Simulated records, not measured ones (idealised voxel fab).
Process module heading - voxel self aligned contacts
Displayed cross-section: cut, width of 285 nm, square cells sized 5 nm.
In what follows, cross-sections appear as grids of square cells, described through bands that run from the top down, where every band is one or more rows of cells.
Basically the band line says how high the top is and how high the bottom is, in nm, and then what's in it from left to right, every material with its width in nm. Empty space shows up as "air", and if a single material carries "everywhere" it runs the full band edge to edge.
Ref level 0: as-received wafer is one material below here. Bottom band extends down with no lower bound ("from 0 down").
When a width is written as two numbers, as in "30 to 40", the first number is the width in the top row of cells of the band and the second is the width in its bottom row, and the width changes by the same amount from each row to the next.
No cell of the cross-section changed in a step that is given as "nothing different".
"Enclosed internal voids" contains a list of empty spaces, each no smaller than 8 cells and without an open way to the top, written in the form width x height at distance with the distance from the left edge and all three in nm.
Where a step's line continues beyond its settings, the continuation is a remark by the simulator itself on that step.
Steps that use a mask can have "overlay nm" on their line. It says how far the mask sat to the right of where it was meant to be. Negative means to the left.

Process steps (planned):
1 RECEIVE with material Si
2 OXIDIZE with depth nm 5
3 DIRECTIONAL_DEP with material polySi, thk nm 25
4 DIRECTIONAL_DEP with material SiN, thk nm 15
5 DIRECTIONAL_DEP with material aC, thk nm 15
6 PATTERN with tone cover, mask id GATE, material resist, width nm 25, pitch nm 55, thk nm 30, overlay nm 0
7 DIRECTIONAL_ETCH with etch materials aC, depth nm 15
8 STRIP with etch materials resist
9 DIRECTIONAL_ETCH with etch materials SiN, depth nm 15
10 DIRECTIONAL_ETCH with etch materials polySi, depth nm 25
11 STRIP with etch materials aC
12 CONFORMAL_DEP with material SiN, thk nm 5
13 DIRECTIONAL_ETCH with etch materials SiN, depth nm 5
14 FILL_DEP with material SiO2, thk nm 10
15 CMP with height nm 45
16 MASKED_ETCH with tone open, mask id CONTACT, width nm 40, pitch nm 55, etch materials SiO2, depth nm 50, overlay nm 0
17 CONFORMAL_DEP with material TiN, thk nm 5
18 FILL_DEP with material W, thk nm 5
19 CMP with height nm 45
20 CONFORMAL_DEP with material SiN, thk nm 5

First wafer, as planned:

Cross-section of the wafer at receipt, which is the condition after step 1:
> from 0 down  Si everywhere
> Enclosed internal voids: none

The following cross-section depicts the wafer upon completion of step 2:
> from 0 to -5  SiO2 everywhere
> Under -5: no change, same as before.

The following cross-section depicts the wafer upon completion of step 3:
> from 25 to 0  polySi everywhere
> Under 0: no change, same as before.

The following cross-section depicts the wafer upon completion of step 4:
> from 40 to 25  SiN everywhere
> Under 25: no change, same as before.

The following cross-section depicts the wafer upon completion of step 5:
> from 55 to 40  aC everywhere
> Under 40: no change, same as before.

The following cross-section depicts the wafer upon completion of step 6:
> from 85 to 55  air 75, resist 25, air 30, resist 25, air 30, resist 25, air 75
> Under 55: no change, same as before.

The following cross-section depicts the wafer upon completion of step 7:
> from 70 to 55  air 75, resist 25, air 30, resist 25, air 30, resist 25, air 75
> from 55 to 40  air 75, aC 25, air 30, aC 25, air 30, aC 25, air 75
> Under 40: no change, same as before.

The following cross-section depicts the wafer upon completion of step 8:
> from 55 to 40  air 75, aC 25, air 30, aC 25, air 30, aC 25, air 75
> Under 40: no change, same as before.

The following cross-section depicts the wafer upon completion of step 9:
> from 55 to 40  air 75, aC 25, air 30, aC 25, air 30, aC 25, air 75
> from 40 to 25  air 75, SiN 25, air 30, SiN 25, air 30, SiN 25, air 75
> Under 25: no change, same as before.

The following cross-section depicts the wafer upon completion of step 10:
> from 55 to 40  air 75, aC 25, air 30, aC 25, air 30, aC 25, air 75
> from 40 to 25  air 75, SiN 25, air 30, SiN 25, air 30, SiN 25, air 75
> from 25 to 0  air 75, polySi 25, air 30, polySi 25, air 30, polySi 25, air 75
> Under 0: no change, same as before.

The following cross-section depicts the wafer upon completion of step 11:
> from 40 to 25  air 75, SiN 25, air 30, SiN 25, air 30, SiN 25, air 75
> Under 25: no change, same as before.

The following cross-section depicts the wafer upon completion of step 12:
> from 45 to 25  air 70, SiN 35, air 20, SiN 35, air 20, SiN 35, air 70
> from 25 to 5  air 70, SiN 5, polySi 25, SiN 5, air 20, SiN 5, polySi 25, SiN 5, air 20, SiN 5, polySi 25, SiN 5, air 70
> from 5 to 0  SiN 75, polySi 25, SiN 30, polySi 25, SiN 30, polySi 25, SiN 75
> Under 0: no change, same as before.

The following cross-section depicts the wafer upon completion of step 13:
> from 40 to 25  air 70, SiN 35, air 20, SiN 35, air 20, SiN 35, air 70
> from 25 to 0  air 70, SiN 5, polySi 25, SiN 5, air 20, SiN 5, polySi 25, SiN 5, air 20, SiN 5, polySi 25, SiN 5, air 70
> Under 0: no change, same as before.

The following cross-section depicts the wafer upon completion of step 14:
> from 50 to 40  SiO2 everywhere
> from 40 to 25  SiO2 70, SiN 35, SiO2 20, SiN 35, SiO2 20, SiN 35, SiO2 70
> from 25 to 0  SiO2 70, SiN 5, polySi 25, SiN 5, SiO2 20, SiN 5, polySi 25, SiN 5, SiO2 20, SiN 5, polySi 25, SiN 5, SiO2 70
> Under 0: no change, same as before.

The following cross-section depicts the wafer upon completion of step 15:
> from 45 to 40  SiO2 everywhere
> Under 40: no change, same as before.

The following cross-section depicts the wafer upon completion of step 16:
> from 45 to 40  SiO2 95, air 40, SiO2 15, air 40, SiO2 95
> from 40 to 25  SiO2 70, SiN 35, air 20, SiN 35, air 20, SiN 35, SiO2 70
> from 25 to 0  SiO2 70, SiN 5, polySi 25, SiN 5, air 20, SiN 5, polySi 25, SiN 5, air 20, SiN 5, polySi 25, SiN 5, SiO2 70
> from 0 to -5  SiO2 105, air 20, SiO2 35, air 20, SiO2 105
> Under -5: no change, same as before.

The following cross-section depicts the wafer upon completion of step 17:
> from 50 to 45  TiN 100, air 30, TiN 25, air 30, TiN 100
> from 45 to 40  SiO2 95, TiN 15, air 10, TiN 15, SiO2 15, TiN 15, air 10, TiN 15, SiO2 95
> from 40 to 25  SiO2 70, SiN 35, TiN 5, air 10, TiN 5, SiN 35, TiN 5, air 10, TiN 5, SiN 35, SiO2 70
> from 25 to 0  SiO2 70, SiN 5, polySi 25, SiN 5, TiN 5, air 10, TiN 5, SiN 5, polySi 25, SiN 5, TiN 5, air 10, TiN 5, SiN 5, polySi 25, SiN 5, SiO2 70
> from 0 to -5  SiO2 105, TiN 20, SiO2 35, TiN 20, SiO2 105
> Under -5: no change, same as before.

The following cross-section depicts the wafer upon completion of step 18:
> from 55 to 50  W everywhere
> from 50 to 45  TiN 100, W 30, TiN 25, W 30, TiN 100
> from 45 to 40  SiO2 95, TiN 15, W 10, TiN 15, SiO2 15, TiN 15, W 10, TiN 15, SiO2 95
> from 40 to 25  SiO2 70, SiN 35, TiN 5, W 10, TiN 5, SiN 35, TiN 5, W 10, TiN 5, SiN 35, SiO2 70
> from 25 to 0  SiO2 70, SiN 5, polySi 25, SiN 5, TiN 5, W 10, TiN 5, SiN 5, polySi 25, SiN 5, TiN 5, W 10, TiN 5, SiN 5, polySi 25, SiN 5, SiO2 70
> Under 0: no change, same as before.

The following cross-section depicts the wafer upon completion of step 19:
> from 45 to 40  SiO2 95, TiN 15, W 10, TiN 15, SiO2 15, TiN 15, W 10, TiN 15, SiO2 95
> Under 40: no change, same as before.

The following cross-section depicts the wafer upon completion of step 20:
> from 50 to 45  SiN everywhere
> Under 45: no change, same as before.

Wafer two. Identical start, identical plan. One mistake in execution. Identical history through step 2:

Cross-section: second wafer, time at which step 3 was scheduled to end:
> from 15 to 0  SiN everywhere
> Under 0: no change, same as before.

Cross-section: second wafer, time at which step 4 was scheduled to end:
> from 40 to 15  polySi everywhere
> Under 15: no change, same as before.

Cross-section: second wafer, time at which step 5 was scheduled to end:
> from 55 to 40  aC everywhere
> Under 40: no change, same as before.

Cross-section: second wafer, time at which step 6 was scheduled to end:
> from 85 to 55  air 75, resist 25, air 30, resist 25, air 30, resist 25, air 75
> Under 55: no change, same as before.

Cross-section: second wafer, time at which step 7 was scheduled to end:
> from 70 to 55  air 75, resist 25, air 30, resist 25, air 30, resist 25, air 75
> from 55 to 40  air 75, aC 25, air 30, aC 25, air 30, aC 25, air 75
> Under 40: no change, same as before.

Cross-section: second wafer, time at which step 8 was scheduled to end:
> from 55 to 40  air 75, aC 25, air 30, aC 25, air 30, aC 25, air 75
> Under 40: no change, same as before.

Cross-section: second wafer, time at which step 9 was scheduled to end: nothing different

Cross-section: second wafer, time at which step 10 was scheduled to end:
> from 55 to 40  air 75, aC 25, air 30, aC 25, air 30, aC 25, air 75
> from 40 to 15  air 75, polySi 25, air 30, polySi 25, air 30, polySi 25, air 75
> Under 15: no change, same as before.

Cross-section: second wafer, time at which step 11 was scheduled to end:
> from 40 to 15  air 75, polySi 25, air 30, polySi 25, air 30, polySi 25, air 75
> Under 15: no change, same as before.

Cross-section: second wafer, time at which step 12 was scheduled to end:
> from 45 to 40  air 70, SiN 35, air 20, SiN 35, air 20, SiN 35, air 70
> from 40 to 20  air 70, SiN 5, polySi 25, SiN 5, air 20, SiN 5, polySi 25, SiN 5, air 20, SiN 5, polySi 25, SiN 5, air 70
> from 20 to 15  SiN 75, polySi 25, SiN 30, polySi 25, SiN 30, polySi 25, SiN 75
> Under 15: no change, same as before.

Cross-section: second wafer, time at which step 13 was scheduled to end:
> from 40 to 15  air 70, SiN 5, polySi 25, SiN 5, air 20, SiN 5, polySi 25, SiN 5, air 20, SiN 5, polySi 25, SiN 5, air 70
> Under 15: no change, same as before.

Cross-section: second wafer, time at which step 14 was scheduled to end:
> from 50 to 40  SiO2 everywhere
> from 40 to 15  SiO2 70, SiN 5, polySi 25, SiN 5, SiO2 20, SiN 5, polySi 25, SiN 5, SiO2 20, SiN 5, polySi 25, SiN 5, SiO2 70
> Under 15: no change, same as before.

Cross-section: second wafer, time at which step 15 was scheduled to end:
> from 45 to 40  SiO2 everywhere
> Under 40: no change, same as before.

Cross-section: second wafer, time at which step 16 was scheduled to end:
> from 45 to 40  SiO2 95, air 40, SiO2 15, air 40, SiO2 95
> from 40 to 15  SiO2 70, SiN 5, polySi 25, SiN 5, air 20, SiN 5, polySi 25, SiN 5, air 20, SiN 5, polySi 25, SiN 5, SiO2 70
> Under 15: no change, same as before.

Cross-section: second wafer, time at which step 17 was scheduled to end:
> from 50 to 45  TiN 100, air 30, TiN 25, air 30, TiN 100
> from 45 to 40  SiO2 95, TiN 15, air 10, TiN 15, SiO2 15, TiN 15, air 10, TiN 15, SiO2 95
> from 40 to 20  SiO2 70, SiN 5, polySi 25, SiN 5, TiN 5, air 10, TiN 5, SiN 5, polySi 25, SiN 5, TiN 5, air 10, TiN 5, SiN 5, polySi 25, SiN 5, SiO2 70
> from 20 to 15  SiO2 70, SiN 5, polySi 25, SiN 5, TiN 20, SiN 5, polySi 25, SiN 5, TiN 20, SiN 5, polySi 25, SiN 5, SiO2 70
> Under 15: no change, same as before.

Cross-section: second wafer, time at which step 18 was scheduled to end:
> from 55 to 50  W everywhere
> from 50 to 45  TiN 100, W 30, TiN 25, W 30, TiN 100
> from 45 to 40  SiO2 95, TiN 15, W 10, TiN 15, SiO2 15, TiN 15, W 10, TiN 15, SiO2 95
> from 40 to 20  SiO2 70, SiN 5, polySi 25, SiN 5, TiN 5, W 10, TiN 5, SiN 5, polySi 25, SiN 5, TiN 5, W 10, TiN 5, SiN 5, polySi 25, SiN 5, SiO2 70
> Under 20: no change, same as before.

Cross-section: second wafer, time at which step 19 was scheduled to end:
> from 45 to 40  SiO2 95, TiN 15, W 10, TiN 15, SiO2 15, TiN 15, W 10, TiN 15, SiO2 95
> Under 40: no change, same as before.

Cross-section: second wafer, time at which step 20 was scheduled to end:
> from 50 to 45  SiN everywhere
> Under 45: no change, same as before.
In executing the process, a mistake was made relative to the plan: note: step 3 <-> step 4, run order reversed vs plan
Final difference in cells, second wafer against first, listed per material as more or fewer: SiN +108 | SiO2 -76 | TiN -16 | W -16
